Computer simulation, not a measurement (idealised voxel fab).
Process module under the name voxel tone inversion
It is cross-section cut that appears here, measuring 265 nm in width, its square cells being 5 nm in size.
Each cross-section below is a grid of square cells, stated as bands in top-down order, with one or more rows of cells making up each band.
Look at the band entry: it leads with the top's height and the bottom's height in nm. Then it lists the materials left to right, with a width in nm for each. The word "throughout" on a single material says that material fills the band edge to edge. The word "empty" is empty space.
Ref level 0: as-received wafer is one material below here. Bottom band extends down with no lower bound ("z 0 and below").
Top row gets the first number, bottom row gets the second, and each row in between changes by the same step: that is how a band width like "30..40" works.
"all unchanged" means the step left every cell of the cross-section as it was.
"Closed void list" - sealed voids, min. 8 cells, no opening to top; format: width x height at distance (distance from left edge; nm throughout).
Past the settings on a step's line: simulator remark, on that step.
When a step includes a mask, the "overlay nm" setting on its line states how far to the right of its planned place that mask lay, and negative values state how far to the left.

**The steps planned for the process are as follows**
1 RECEIVE [material Si]
2 CONFORMAL_DEP [material SiCN] [thk nm 10]
3 DIRECTIONAL_DEP [material polySi] [thk nm 25]
4 PATTERN [tone cover] [mask id POSTS] [material resist] [width nm 25] [pitch nm 40] [thk nm 35] [overlay nm 0]
5 DIRECTIONAL_ETCH [etch materials polySi] [depth nm 25]
6 STRIP [etch materials resist]
7 FILL_DEP [material SiO2] [thk nm 10]
8 CMP [height nm 35]
9 STRIP [etch materials polySi]

**Concerning the first of two wafers, which was run in accordance with the plan**

**Incoming wafer, cross-sectional view, post step 1**
  z 0 and below  Si throughout
  Closed void list: none

**Step 2 complete: cross-section through the wafer**
  z 10 to 0  SiCN throughout
  Anything lower than 0 is untouched.

**Step 3 complete: cross-section through the wafer**
  z 35 to 10  polySi throughout
  Anything lower than 10 is untouched.

**Step 4 complete: cross-section through the wafer**
  z 70 to 35  empty 80  resist 25  empty 15  resist 25  empty 15  resist 25  empty 80
  Anything lower than 35 is untouched.

**Step 5 complete: cross-section through the wafer**
  z 70 to 35  empty 80  resist 25  empty 15  resist 25  empty 15  resist 25  empty 80
  z 35 to 10  empty 80  polySi 25  empty 15  polySi 25  empty 15  polySi 25  empty 80
  Anything lower than 10 is untouched.

**Step 6 complete: cross-section through the wafer**
  z 35 to 10  empty 80  polySi 25  empty 15  polySi 25  empty 15  polySi 25  empty 80
  Anything lower than 10 is untouched.

**Step 7 complete: cross-section through the wafer**
  z 45 to 35  SiO2 throughout
  z 35 to 10  SiO2 80  polySi 25  SiO2 15  polySi 25  SiO2 15  polySi 25  SiO2 80
  Anything lower than 10 is untouched.

**Step 8 complete: cross-section through the wafer**
  z 35 to 10  SiO2 80  polySi 25  SiO2 15  polySi 25  SiO2 15  polySi 25  SiO2 80
  Anything lower than 10 is untouched.

**Step 9 complete: cross-section through the wafer**
  z 35 to 10  SiO2 80  empty 25  SiO2 15  empty 25  SiO2 15  empty 25  SiO2 80
  Anything lower than 10 is untouched.

**The second wafer: identical to the first at the outset and in its planned sequence, differing only in that one mistake was made during processing; up to and including step 3, its path is the first wafer's path**

**Second wafer profile in section, at the moment step 4 of the plan was meant to be complete**
  z 70 to 35  empty 85  resist 20  empty 20  resist 20  empty 20  resist 20  empty 80
  Anything lower than 35 is untouched.

**Second wafer profile in section, at the moment step 5 of the plan was meant to be complete**
  z 70 to 35  empty 85  resist 20  empty 20  resist 20  empty 20  resist 20  empty 80
  z 35 to 10  empty 85  polySi 20  empty 20  polySi 20  empty 20  polySi 20  empty 80
  Anything lower than 10 is untouched.

**Second wafer profile in section, at the moment step 6 of the plan was meant to be complete**
  z 35 to 10  empty 85  polySi 20  empty 20  polySi 20  empty 20  polySi 20  empty 80
  Anything lower than 10 is untouched.

**Second wafer profile in section, at the moment step 7 of the plan was meant to be complete**
  z 45 to 35  SiO2 throughout
  z 35 to 10  SiO2 85  polySi 20  SiO2 20  polySi 20  SiO2 20  polySi 20  SiO2 80
  Anything lower than 10 is untouched.

**Second wafer profile in section, at the moment step 8 of the plan was meant to be complete**
  z 35 to 10  SiO2 85  polySi 20  SiO2 20  polySi 20  SiO2 20  polySi 20  SiO2 80
  Anything lower than 10 is untouched.

**Second wafer profile in section, at the moment step 9 of the plan was meant to be complete**
  z 35 to 10  SiO2 85  empty 20  SiO2 20  empty 20  SiO2 20  empty 20  SiO2 80
  Anything lower than 10 is untouched.
Error vs. plan: contrary to plan, step 4 was performed as PATTERN [tone cover] [mask id POSTS] [material resist] [width nm 20] [pitch nm 40] [thk nm 35] [overlay nm 0]
at the end the second wafer has, in cells: SiO2 +15
